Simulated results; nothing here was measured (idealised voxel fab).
Name of the process module below: voxel wiring stack
The cross-section shown here is cut; it is 280 nm wide and divided into square cells measuring 5 nm on a side.
When this document writes out a cross-section, it uses a grid of square cells and lists it as bands, beginning at the top and moving down, with a band standing for one or more rows of cells.
Each band's line starts with the height of the band's top and of its bottom, in nm. Then come its materials from left to right, each with its width in nm. One material with "everywhere" fills the band from edge to edge. "empty" is empty space.
Convention: height 0 is the level below which the wafer, as received, is all one material. The lowest band does not terminate at the bottom but continues downward, represented as "0..down".
You'd read "30..40" like this: the band's top row of cells is as wide as the first number, its bottom row is as wide as the second, and going down, every row changes width by the same amount as the row before did.
For the purposes of this document, the phrase "no alterations made" attached to a step denotes that no cell within the cross-section was modified by that step.
Empty spaces counting at least 8 cells and having no open way to the top are listed in "Non-vented voids". The notation width x height at distance is used for each, the distance being from the left edge and all three values in nm.
Text after the settings on a step's line: the simulator's own remark on that step.
overlay nm, on a step with a mask: how far to the right of its planned place the mask lay; to the left if negative

### The planned process steps are enumerated hereunder
1 RECEIVE | material Si
2 CONFORMAL_DEP | material SiO2 | thk nm 15
3 CONFORMAL_DEP | material SiN | thk nm 5
4 DIRECTIONAL_DEP | material lowk | thk nm 15
5 DIRECTIONAL_DEP | material aC | thk nm 15
6 PATTERN | tone open | mask id METAL_1 | material resist | width nm 25 | pitch nm 55 | thk nm 35 | overlay nm 0
7 DIRECTIONAL_ETCH | etch materials aC | depth nm 15
8 STRIP | etch materials resist
9 DIRECTIONAL_ETCH | etch materials lowk | depth nm 15
10 DIRECTIONAL_ETCH | etch materials SiN | depth nm 5
11 STRIP | etch materials aC
12 CONFORMAL_DEP | material TiN | thk nm 5
13 FILL_DEP | material Cu | thk nm 10
14 CMP | height nm 35
15 EPI | material Ru | thk nm 5
16 FILL_DEP | material SiCN | thk nm 5
17 DIRECTIONAL_DEP | material SiO2 | thk nm 25
18 MASKED_ETCH | tone open | mask id METAL_2 | width nm 25 | pitch nm 55 | etch materials SiO2 | depth nm 15 | overlay nm 0
19 PATTERN | tone open | mask id METAL_2_HOLES | material resist | width nm 15 | thk nm 20 | overlay nm 0
20 DIRECTIONAL_ETCH | etch materials SiO2 | depth nm 10
21 DIRECTIONAL_ETCH | etch materials SiCN | depth nm 5
22 STRIP | etch materials resist
23 CONFORMAL_DEP | material TiN | thk nm 5
24 FILL_DEP | material Cu | thk nm 5
25 CMP | height nm 70
26 CONFORMAL_DEP | material SiCN | thk nm 5
27 DIRECTIONAL_DEP | material SiO2 | thk nm 30
28 PATTERN | tone open | mask id METAL_3 | material resist | width nm 25 | pitch nm 55 | thk nm 15 | overlay nm 0
29 DIRECTIONAL_ETCH | etch materials SiO2 | depth nm 15
30 STRIP | etch materials resist
31 PATTERN | tone open | mask id METAL_3_HOLES | material resist | width nm 15 | pitch nm 55 | thk nm 15 | overlay nm 0
32 DIRECTIONAL_ETCH | etch materials SiO2 | depth nm 15
33 DIRECTIONAL_ETCH | etch materials SiCN | depth nm 5
34 STRIP | etch materials resist
35 CONFORMAL_DEP | material TiN | thk nm 5
36 FILL_DEP | material Ru | thk nm 10
37 CMP | height nm 105
38 CONFORMAL_DEP | material SiCN | thk nm 5

### Cross-section of the incoming wafer, state after step 1
> 0..down: Si everywhere
> Non-vented voids: none

### Cross-sectional view of the first of the two wafers upon completion of the module, processed in accordance with the plan
> 110..105: SiCN everywhere
> 105..95: SiO2 100, TiN 5, Ru 15, TiN 5, SiO2 30, TiN 5, Ru 15, TiN 5, SiO2 100
> 95..90: SiO2 100, TiN 5, Ru 5, TiN 15, SiO2 30, TiN 5, Ru 5, TiN 15, SiO2 100
> 90..75: SiO2 100, TiN 5, Ru 5, TiN 5, SiO2 40, TiN 5, Ru 5, TiN 5, SiO2 110
> 75..70: SiCN 100, TiN 15, SiCN 40, TiN 15, SiCN 110
> 70..60: SiO2 100, TiN 5, Cu 15, TiN 5, SiO2 30, TiN 5, Cu 15, TiN 5, SiO2 100
> 60..55: SiO2 100, TiN 5, Cu 5, TiN 15, SiO2 30, TiN 25, SiO2 100
> 55..45: SiO2 100, TiN 5, Cu 5, TiN 5, SiO2 165
> 45..40: SiCN 100, TiN 15, SiCN 165
> 40..35: SiCN 95, Ru 35, SiCN 20, Ru 35, SiCN 95
> 35..20: lowk 100, TiN 5, Cu 15, TiN 5, lowk 30, TiN 5, Cu 15, TiN 5, lowk 100
> 20..15: SiN 100, TiN 25, SiN 30, TiN 25, SiN 100
> 15..0: SiO2 everywhere
> 0..down: Si everywhere
> Non-vented voids: none

### Now the second wafer, cross-sectioned at the end of the module. Nothing different at the start, nothing different in the plan compared with the first, just one mistake when it was actually run
> 110..105: SiCN everywhere
> 105..95: SiO2 100, TiN 5, Ru 15, TiN 5, SiO2 30, TiN 5, Ru 15, TiN 5, SiO2 100
> 95..90: SiO2 100, TiN 5, Ru 5, TiN 15, SiO2 30, TiN 5, Ru 5, TiN 15, SiO2 100
> 90..75: SiO2 100, TiN 5, Ru 5, TiN 5, SiO2 40, TiN 5, Ru 5, TiN 5, SiO2 110
> 75..70: SiCN 100, TiN 15, SiCN 40, TiN 15, SiCN 110
> 70..60: SiO2 100, TiN 5, Cu 15, TiN 5, SiO2 30, TiN 5, Cu 15, TiN 5, SiO2 100
> 60..55: SiO2 100, TiN 5, Cu 5, TiN 15, SiO2 30, TiN 25, SiO2 100
> 55..45: SiO2 100, TiN 5, Cu 5, TiN 5, SiO2 165
> 45..40: SiCN 100, TiN 15, SiCN 165
> 40..35: SiCN 95, Ru 35, SiCN 20, Ru 35, SiCN 95
> 35..30: SiN 100, TiN 25, SiN 30, TiN 25, SiN 100
> 30..0: SiO2 everywhere
> 0..down: Si everywhere
> Non-vented voids: none
What was the processing mistake? step 2 of the plan was performed twice
At the finish, the second wafer shows more or fewer cells for some materials than the first does: 18 fewer of Cu; 168 more of SiO2; 12 fewer of TiN; 138 fewer of lowk
